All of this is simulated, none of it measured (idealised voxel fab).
process module | voxel gate over fins
cross-section cut | 140 nm wide | cells 5 nm
A cross-section is a grid of square cells, given in bands from the top down. A band is one or more rows of cells.
Each band's line starts with the height of the band's top and of its bottom, in nm. Then come its materials from left to right, each with its width in nm. One material with "throughout" fills the band from edge to edge. "air" is empty space.
Height 0 is the level under which the wafer as received is all one material. The lowest band goes on downwards, as in "0 down".
A width such as "30 to 40" changes by the same amount from each row of cells to the next, from the band's top row to its bottom row.
"no change" after a step means that no cell of the cross-section changed.
closed voids: empty space of 8 cells or more with no open way to the top, each as width x height at its distance from the left edge, in nm
after a step's settings: what the simulator itself notes on the step
overlay nm, on a step with a mask: how far to the right of its planned place the mask lay; to the left if negative
plan
1 op RECEIVE | material Si
2 op CONFORMAL_DEP | material SiN | thk nm 5
3 op DIRECTIONAL_DEP | material aC | thk nm 15
4 op PATTERN | tone cover | mask id FINS | material resist | width nm 15 | pitch nm 45 | thk nm 30 | overlay nm 0
5 op DIRECTIONAL_ETCH | etch materials aC | depth nm 15
6 op STRIP | etch materials resist
7 op DIRECTIONAL_ETCH | etch materials SiN | depth nm 5
8 op DIRECTIONAL_ETCH | etch materials Si | depth nm 40
9 op STRIP | etch materials aC
10 op FILL_DEP | material SiO2 | thk nm 15
11 op CMP | height nm 5
12 op SELECTIVE_ETCH | etch materials SiO2 | depth nm 20
13 op STRIP | etch materials SiN
14 op CONFORMAL_DEP | material HfO2 | thk nm 5
15 op CONFORMAL_DEP | material TiN | thk nm 5
16 op FILL_DEP | material W | thk nm 10
17 op CMP | height nm 15
18 op CONFORMAL_DEP | material SiCN | thk nm 5
first wafer, as planned
as received, after step 1
  0 down: Si throughout
  closed voids: none
after step 2
  5 to 0: SiN throughout
  below 0: unchanged
after step 3
  20 to 5: aC throughout
  below 5: unchanged
after step 4
  50 to 20: air 40 | resist 15 | air 30 | resist 15 | air 40
  below 20: unchanged
after step 5
  35 to 20: air 40 | resist 15 | air 30 | resist 15 | air 40
  20 to 5: air 40 | aC 15 | air 30 | aC 15 | air 40
  below 5: unchanged
after step 6
  20 to 5: air 40 | aC 15 | air 30 | aC 15 | air 40
  below 5: unchanged
after step 7
  20 to 5: air 40 | aC 15 | air 30 | aC 15 | air 40
  5 to 0: air 40 | SiN 15 | air 30 | SiN 15 | air 40
  below 0: unchanged
after step 8
  20 to 5: air 40 | aC 15 | air 30 | aC 15 | air 40
  5 to 0: air 40 | SiN 15 | air 30 | SiN 15 | air 40
  0 to -40: air 40 | Si 15 | air 30 | Si 15 | air 40
  below -40: unchanged
after step 9
  5 to 0: air 40 | SiN 15 | air 30 | SiN 15 | air 40
  below 0: unchanged
after step 10
  20 to 5: SiO2 throughout
  5 to 0: SiO2 40 | SiN 15 | SiO2 30 | SiN 15 | SiO2 40
  0 to -40: SiO2 40 | Si 15 | SiO2 30 | Si 15 | SiO2 40
  below -40: unchanged
after step 11
  5 to 0: SiO2 40 | SiN 15 | SiO2 30 | SiN 15 | SiO2 40
  below 0: unchanged
after step 12
  5 to 0: air 40 | SiN 15 | air 30 | SiN 15 | air 40
  0 to -15: air 40 | Si 15 | air 30 | Si 15 | air 40
  below -15: unchanged
after step 13
  0 to -15: air 40 | Si 15 | air 30 | Si 15 | air 40
  below -15: unchanged
after step 14
  5 to 0: air 35 | HfO2 25 | air 20 | HfO2 25 | air 35
  0 to -10: air 35 | HfO2 5 | Si 15 | HfO2 5 | air 20 | HfO2 5 | Si 15 | HfO2 5 | air 35
  -10 to -15: HfO2 40 | Si 15 | HfO2 30 | Si 15 | HfO2 40
  below -15: unchanged
after step 15
  10 to 5: air 30 | TiN 35 | air 10 | TiN 35 | air 30
  5 to 0: air 30 | TiN 5 | HfO2 25 | TiN 5 | air 10 | TiN 5 | HfO2 25 | TiN 5 | air 30
  0 to -5: air 30 | TiN 5 | HfO2 5 | Si 15 | HfO2 5 | TiN 5 | air 10 | TiN 5 | HfO2 5 | Si 15 | HfO2 5 | TiN 5 | air 30
  -5 to -10: TiN 35 | HfO2 5 | Si 15 | HfO2 5 | TiN 20 | HfO2 5 | Si 15 | HfO2 5 | TiN 35
  below -10: unchanged
after step 16
  20 to 10: W throughout
  10 to 5: W 30 | TiN 35 | W 10 | TiN 35 | W 30
  5 to 0: W 30 | TiN 5 | HfO2 25 | TiN 5 | W 10 | TiN 5 | HfO2 25 | TiN 5 | W 30
  0 to -5: W 30 | TiN 5 | HfO2 5 | Si 15 | HfO2 5 | TiN 5 | W 10 | TiN 5 | HfO2 5 | Si 15 | HfO2 5 | TiN 5 | W 30
  below -5: unchanged
after step 17
  15 to 10: W throughout
  below 10: unchanged
after step 18
  20 to 15: SiCN throughout
  below 15: unchanged
second wafer: like start, like plan, one mistake. Through step 3 it matches the first wafer
when step 4 should have ended
  50 to 20: resist 40 | air 15 | resist 30 | air 15 | resist 40
  below 20: unchanged
when step 5 should have ended
  35 to 20: resist 40 | air 15 | resist 30 | air 15 | resist 40
  20 to 5: aC 40 | air 15 | aC 30 | air 15 | aC 40
  below 5: unchanged
when step 6 should have ended
  20 to 5: aC 40 | air 15 | aC 30 | air 15 | aC 40
  below 5: unchanged
when step 7 should have ended
  20 to 5: aC 40 | air 15 | aC 30 | air 15 | aC 40
  5 to 0: SiN 40 | air 15 | SiN 30 | air 15 | SiN 40
  below 0: unchanged
when step 8 should have ended
  20 to 5: aC 40 | air 15 | aC 30 | air 15 | aC 40
  5 to 0: SiN 40 | air 15 | SiN 30 | air 15 | SiN 40
  0 to -40: Si 40 | air 15 | Si 30 | air 15 | Si 40
  below -40: unchanged
when step 9 should have ended
  5 to 0: SiN 40 | air 15 | SiN 30 | air 15 | SiN 40
  below 0: unchanged
when step 10 should have ended
  20 to 5: SiO2 throughout
  5 to 0: SiN 40 | SiO2 15 | SiN 30 | SiO2 15 | SiN 40
  0 to -40: Si 40 | SiO2 15 | Si 30 | SiO2 15 | Si 40
  below -40: unchanged
when step 11 should have ended
  5 to 0: SiN 40 | SiO2 15 | SiN 30 | SiO2 15 | SiN 40
  below 0: unchanged
when step 12 should have ended
  5 to 0: SiN 40 | air 15 | SiN 30 | air 15 | SiN 40
  0 to -15: Si 40 | air 15 | Si 30 | air 15 | Si 40
  below -15: unchanged
when step 13 should have ended
  0 to -15: Si 40 | air 15 | Si 30 | air 15 | Si 40
  below -15: unchanged
when step 14 should have ended
  5 to 0: HfO2 45 | air 5 | HfO2 40 | air 5 | HfO2 45
  0 to -10: Si 40 | HfO2 5 | air 5 | HfO2 5 | Si 30 | HfO2 5 | air 5 | HfO2 5 | Si 40
  -10 to -15: Si 40 | HfO2 15 | Si 30 | HfO2 15 | Si 40
  below -15: unchanged
when step 15 should have ended
  10 to 5: TiN throughout
  5 to 0: HfO2 45 | TiN 5 | HfO2 40 | TiN 5 | HfO2 45
  0 to -10: Si 40 | HfO2 5 | TiN 5 | HfO2 5 | Si 30 | HfO2 5 | TiN 5 | HfO2 5 | Si 40
  below -10: unchanged
when step 16 should have ended
  20 to 10: W throughout
  below 10: unchanged
when step 17 should have ended
  15 to 10: W throughout
  below 10: unchanged
when step 18 should have ended
  20 to 15: SiCN throughout
  below 15: unchanged
what went wrong: step 4 ran as: op PATTERN | tone open | mask id FINS | material resist | width nm 15 | pitch nm 45 | thk nm 30 | overlay nm 0
at the end the second wafer has, in cells: 128 more of Si | 80 fewer of SiO2 | 6 fewer of TiN | 42 fewer of W
